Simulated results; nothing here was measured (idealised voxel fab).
process module | voxel fin reveal
cross-section cut | 210 nm wide | cells 5 nm
A cross-section is a grid of square cells, given in bands from the top down. A band is one or more rows of cells.
Each band's line starts with the height of the band's top and of its bottom, in nm. Then come its materials from left to right, each with its width in nm. One material with "throughout" fills the band from edge to edge. "air" is empty space.
Height 0 is the level under which the wafer as received is all one material. The lowest band goes on downwards, as in "0 down".
A width such as "30 to 40" changes by the same amount from each row of cells to the next, from the band's top row to its bottom row.
"no change" after a step means that no cell of the cross-section changed.
closed voids: empty space of 8 cells or more with no open way to the top, each as width x height at its distance from the left edge, in nm
after a step's settings: what the simulator itself notes on the step
overlay nm, on a step with a mask: how far to the right of its planned place the mask lay; to the left if negative
plan
1 op RECEIVE | material Si
2 op CONFORMAL_DEP | material SiN | thk nm 10
3 op DIRECTIONAL_DEP | material aC | thk nm 15
4 op PATTERN | tone cover | mask id FINS | material resist | width nm 15 | pitch nm 40 | thk nm 30 | overlay nm 0
5 op DIRECTIONAL_ETCH | etch materials aC | depth nm 15
6 op STRIP | etch materials resist
7 op DIRECTIONAL_ETCH | etch materials SiN | depth nm 10
8 op DIRECTIONAL_ETCH | etch materials Si | depth nm 30
9 op STRIP | etch materials aC
10 op FILL_DEP | material SiO2 | thk nm 15
11 op CMP | height nm 10
12 op SELECTIVE_ETCH | etch materials SiO2 | depth nm 30
13 op STRIP | etch materials SiN
14 op CONFORMAL_DEP | material HfO2 | thk nm 5
as received, after step 1
  0 down: Si throughout
  closed voids: none
first wafer at the end, as planned
  5 to 0: air 70 | HfO2 25 | air 15 | HfO2 25 | air 75
  0 to -15: air 70 | HfO2 5 | Si 15 | HfO2 5 | air 15 | HfO2 5 | Si 15 | HfO2 5 | air 75
  -15 to -20: HfO2 75 | Si 15 | HfO2 25 | Si 15 | HfO2 80
  -20 to -30: SiO2 75 | Si 15 | SiO2 25 | Si 15 | SiO2 80
  -30 down: Si throughout
  closed voids: none
second wafer at the end: like start, like plan, one mistake
  5 to 0: air 70 | HfO2 25 | air 15 | HfO2 25 | air 75
  0 to -15: air 70 | HfO2 5 | Si 15 | HfO2 5 | air 15 | HfO2 5 | Si 15 | HfO2 5 | air 75
  -15 to -20: HfO2 50 | air 20 | HfO2 5 | Si 15 | HfO2 5 | air 15 | HfO2 5 | Si 15 | HfO2 5 | air 20 | HfO2 55
  -20 to -25: SiO2 45 | HfO2 5 | air 20 | HfO2 5 | Si 15 | HfO2 5 | air 15 | HfO2 5 | Si 15 | HfO2 5 | air 20 | HfO2 5 | SiO2 50
  -25 to -30: SiO2 45 | HfO2 30 | Si 15 | HfO2 25 | Si 15 | HfO2 30 | SiO2 50
  -30 down: Si throughout
  closed voids: none
what went wrong: steps 12 and 13 were swapped
at the end the second wafer has, in cells: 12 more of HfO2 | 34 fewer of SiO2
